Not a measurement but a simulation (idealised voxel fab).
Process module under the name voxel air gaps
The figure presents cross-section cut, which has a width of 280 nm and is divided into square cells with an edge length of 5 nm.
Think of the cross-section as a grid of square cells. We describe it in bands, top to bottom, and each band covers one or more rows of those cells.
Band entry format. Leading values: height of top, height of bottom, nm. Remainder: materials in left-to-right order, each with its width in nm. Special words: "all across" on a single material, which then fills the band edge to edge; "empty", empty space.
Zero point of the height axis is 0; under it, received wafer = one material. Lowest band: continues down indefinitely, "z 0 and below".
Note: "30->40" means the width goes from the first number (top row of the band) to the second number (bottom row) in equal steps per row of cells.
You'll sometimes find "no change occurred" written for a step, and that's the way of saying that nowhere in the cross-section did a cell change during that step.
Listed in "Closed void table": every empty space of 8 or more cells without an open way to the top. Form: width x height at distance, the distance being from the left edge, all in nm.
Text after the settings on a step's line: the simulator's own remark on that step.
The optional step-line setting "overlay nm" applies to steps with a mask and quantifies how far to the right of its planned location the mask lay, a negative value indicating leftward placement.
**This section lists the process steps that were planned**
1: RECEIVE [material Si]
2: CONFORMAL_DEP [material SiO2] [thk nm 10]
3: CONFORMAL_DEP [material SiCN] [thk nm 5]
4: DIRECTIONAL_DEP [material lowk] [thk nm 40]
5: DIRECTIONAL_DEP [material aC] [thk nm 15]
6: PATTERN [tone open] [mask id LINES] [material resist] [width nm 15] [pitch nm 50] [thk nm 30] [overlay nm 0]
7: DIRECTIONAL_ETCH [etch materials aC] [depth nm 15]
8: STRIP [etch materials resist]
9: DIRECTIONAL_ETCH [etch materials lowk] [depth nm 40]
10: STRIP [etch materials aC]
11: CONFORMAL_DEP [material TiN] [thk nm 5]
12: FILL_DEP [material Ru] [thk nm 10]
13: CMP [height nm 55]
14: EPI [material Ru] [thk nm 10]
15: SELECTIVE_ETCH [etch materials lowk] [depth nm 50]
16: CONFORMAL_DEP [material SiCN] [thk nm 5]
The wafers in this document start out alike and differ in the width nm applied at step 6; the plan shows the value used for the first wafer.
**This is how the first of several wafers looked in cross-section when it arrived, which is after step 1**
	z 0 and below  Si all across
	Closed void table: none
**each wafer at the end: cells of each material gained (+) or lost (-) since it was received, then its closed voids**
width nm 15 | +63 Ru | +196 SiCN | +112 SiO2 | +51 TiN | Closed void table: none
width nm 20 | +90 Ru | +196 SiCN | +112 SiO2 | +54 TiN | Closed void table: 20 x 30 at 105; 20 x 30 at 155
width nm 25 | +117 Ru | +188 SiCN | +112 SiO2 | +57 TiN | Closed void table: 15 x 30 at 105; 15 x 30 at 155
width nm 30 | +144 Ru | +140 SiCN | +112 SiO2 | +60 TiN | +64 lowk | Closed void table: none
width nm 35 | +167 Ru | +140 SiCN | +112 SiO2 | +63 TiN | +48 lowk | Closed void table: none
